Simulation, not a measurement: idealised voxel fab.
Process module heading - voxel quadruple lines
In the cross-section labelled cut, the width is 205 nm and each square cell is 5 nm.
A cross-section in this document is a grid of square cells, and it is written down as bands, the top band listed before the ones below it; a band is made up of one or more rows of cells.
What a band's entry tells you: where the top is and where the bottom is, as heights in nm, and after that what lies inside, material by material from left to right, each with its width in nm. Empty space is written as the word "blank", and a single material marked with the word "full width" occupies the band from edge to edge.
Note: height 0 marks the level under which the wafer is uniformly one material as received. Lowest band unbounded below, written "from 0 down".
Think of "30->40" as a width that walks from the first number to the second as you go down the band, top row to bottom row, taking equal-sized steps from row to row.
"stayed the same", as given for a step, is the statement that not any cell of the cross-section underwent a change during that step.
"Sealed void list" - sealed voids, min. 8 cells, no opening to top; format: width x height at distance (distance from left edge; nm throughout).
If you see something after the settings on a step's line, that's the simulator's own remark about that step.
overlay nm: mask right of planned place by this much (step with mask). Neg. = left.

### Planned step list for the process
1 RECEIVE [material Si]
2 CONFORMAL_DEP [material Al2O3] [thk nm 5]
3 DIRECTIONAL_DEP [material W] [thk nm 10]
4 DIRECTIONAL_DEP [material polySi] [thk nm 20]
5 DIRECTIONAL_DEP [material aC] [thk nm 20]
6 PATTERN [tone cover] [mask id MANDREL] [material resist] [width nm 15] [thk nm 30] [overlay nm 0]
7 DIRECTIONAL_ETCH [etch materials aC] [depth nm 20]
8 STRIP [etch materials resist]
9 CONFORMAL_DEP [material SiO2] [thk nm 15]
10 DIRECTIONAL_ETCH [etch materials SiO2] [depth nm 15]
11 STRIP [etch materials aC]
12 DIRECTIONAL_ETCH [etch materials polySi] [depth nm 20]
13 STRIP [etch materials SiO2]
14 CONFORMAL_DEP [material SiN] [thk nm 5]
15 DIRECTIONAL_ETCH [etch materials SiN] [depth nm 5]
16 STRIP [etch materials polySi]
17 DIRECTIONAL_ETCH [etch materials W] [depth nm 10]
18 STRIP [etch materials SiN]
varied across the wafers: width nm of step 6. The plan shows the first wafer's value. All wafers start alike

### The first of several wafers in cross-section, exactly as it reached us after step 1
	from 0 down  Si full width
	Sealed void list: none

### Here is how to read the rows: every wafer has a row, and it shows the wafer at the end of the module, giving for each material how many cells were gained (+) or lost (-) since the wafer was received, then listing its closed voids
width nm 15, +41 Al2O3, +8 W, Sealed void list: none
width nm 20, +41 Al2O3, +8 W, Sealed void list: none
width nm 25, +41 Al2O3, +8 W, Sealed void list: none
width nm 30, +41 Al2O3, +8 W, Sealed void list: none
width nm 35, +41 Al2O3, +8 W, Sealed void list: none
width nm 40, +41 Al2O3, +8 W, Sealed void list: none
